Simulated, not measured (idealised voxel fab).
This is a process module. Its name is voxel self aligned vias.
For reference, the cross-section in this document is cut, with width 295 nm and square cells of 5 nm.
This document writes a cross-section as a grid whose cells are square, and gives it as bands, listed from the top down; one or more rows of cells form a band.
For a band, the entry starts with two heights in nm, that of the top and then that of the bottom, and carries on with the band's materials in order from left to right, each alongside its width in nm; the word "full width" beside a single material means it fills the band edge to edge, and "blank" means empty space.
Heads up on the height convention: 0 is the point under which the incoming wafer is all one material, and the lowest band has no bottom, it just keeps going down, like "0..down".
Read "30 to 40" as a graded width: first number on top, second number at the bottom, same change between each pair of neighbouring rows.
It should be understood that the words "remained unchanged", when stated for a given step, signify that the cross-section underwent no change in any of its cells during that step.
In "Sealed internal cavities" the enclosed voids are listed, meaning empty spaces of 8 cells or larger without any opening to the top. The form is width x height at distance, distance from the left edge, units nm.
Whatever follows a step's settings on its line is a remark the simulator itself makes about that step.
overlay nm: mask right of planned place by this much (step with mask). Neg. = left.
THIS SECTION LISTS THE PROCESS STEPS THAT WERE PLANNED
1) RECEIVE (material Si)
2) CONFORMAL_DEP (material SiO2; thk nm 10)
3) CONFORMAL_DEP (material SiCN; thk nm 5)
4) DIRECTIONAL_DEP (material lowk; thk nm 30)
5) DIRECTIONAL_DEP (material aC; thk nm 15)
6) PATTERN (tone open; mask id LINES; material resist; width nm 30; pitch nm 70; thk nm 35; overlay nm 0)
7) DIRECTIONAL_ETCH (etch materials aC; depth nm 15)
8) STRIP (etch materials resist)
9) DIRECTIONAL_ETCH (etch materials lowk; depth nm 30)
10) STRIP (etch materials aC)
11) CONFORMAL_DEP (material TiN; thk nm 5)
12) FILL_DEP (material W; thk nm 10)
13) CMP (height nm 45)
14) SELECTIVE_ETCH (etch materials W Ru TiN; depth nm 10)
15) FILL_DEP (material SiN; thk nm 10)
16) CMP (height nm 45)
17) DIRECTIONAL_DEP (material lowk; thk nm 20)
18) PATTERN (tone open; mask id VIAS; material resist; width nm 40; thk nm 15; overlay nm -15)
19) DIRECTIONAL_ETCH (etch materials lowk; depth nm 20)
20) DIRECTIONAL_ETCH (etch materials SiN; depth nm 10)
21) STRIP (etch materials resist)
22) CONFORMAL_DEP (material TiN; thk nm 5)
23) FILL_DEP (material W; thk nm 5)
24) CMP (height nm 65)
25) CONFORMAL_DEP (material SiCN; thk nm 5)
The plan shows the overlay nm of step 18 as the first wafer had it; this setting differs between the wafers, which start out alike.
RECEIVED CONDITION OF THE FIRST OF SEVERAL WAFERS, SECTIONED: POST-STEP 1
- 0..down  Si full width
- Sealed internal cavities: none
CROSS-SECTION, FIRST OF SEVERAL WAFERS, END OF MODULE, AFTER LAST STEP 25
- 70..65  SiCN full width
- 65..50  75 nm lowk  5 nm TiN  30 nm W  5 nm TiN  180 nm lowk
- 50..45  75 nm lowk  25 nm TiN  10 nm W  5 nm TiN  180 nm lowk
- 45..40  95 nm lowk  5 nm TiN  10 nm W  5 nm TiN  10 nm SiN  40 nm lowk  30 nm SiN  100 nm lowk
- 40..35  95 nm lowk  20 nm TiN  10 nm SiN  40 nm lowk  30 nm SiN  100 nm lowk
- 35..20  95 nm lowk  5 nm TiN  20 nm W  5 nm TiN  40 nm lowk  5 nm TiN  20 nm W  5 nm TiN  100 nm lowk
- 20..15  95 nm lowk  30 nm TiN  40 nm lowk  30 nm TiN  100 nm lowk
- 15..10  SiCN full width
- 10..0  SiO2 full width
- 0..down  Si full width
- Sealed internal cavities: none
CROSS-SECTION OF THE LAST WAFER AT END OF MODULE
- 70..65  SiCN full width
- 65..50  105 nm lowk  5 nm TiN  30 nm W  5 nm TiN  150 nm lowk
- 50..45  105 nm lowk  5 nm TiN  10 nm W  25 nm TiN  150 nm lowk
- 45..40  95 nm lowk  10 nm SiN  5 nm TiN  10 nm W  5 nm TiN  40 nm lowk  30 nm SiN  100 nm lowk
- 40..35  95 nm lowk  10 nm SiN  20 nm TiN  40 nm lowk  30 nm SiN  100 nm lowk
- 35..20  95 nm lowk  5 nm TiN  20 nm W  5 nm TiN  40 nm lowk  5 nm TiN  20 nm W  5 nm TiN  100 nm lowk
- 20..15  95 nm lowk  30 nm TiN  40 nm lowk  30 nm TiN  100 nm lowk
- 15..10  SiCN full width
- 10..0  SiO2 full width
- 0..down  Si full width
- Sealed internal cavities: none
PER WAFER (ROW), END OF MODULE: DELTA IN CELLS PER MATERIAL SINCE RECEIPT, (+) FOR GAINED, (-) FOR LOST; CLOSED VOIDS AFTER THAT
overlay nm -15; +118 SiCN; +16 SiN; +118 SiO2; +42 TiN; +46 W; +486 lowk; Sealed internal cavities: none
overlay nm -10; +118 SiCN; +14 SiN; +118 SiO2; +42 TiN; +48 W; +486 lowk; Sealed internal cavities: none
overlay nm -5; +118 SiCN; +12 SiN; +118 SiO2; +42 TiN; +50 W; +486 lowk; Sealed internal cavities: none
overlay nm 0; +118 SiCN; +12 SiN; +118 SiO2; +42 TiN; +50 W; +486 lowk; Sealed internal cavities: none
overlay nm 5; +118 SiCN; +12 SiN; +118 SiO2; +42 TiN; +50 W; +486 lowk; Sealed internal cavities: none
overlay nm 10; +118 SiCN; +14 SiN; +118 SiO2; +42 TiN; +48 W; +486 lowk; Sealed internal cavities: none
overlay nm 15; +118 SiCN; +16 SiN; +118 SiO2; +42 TiN; +46 W; +486 lowk; Sealed internal cavities: none
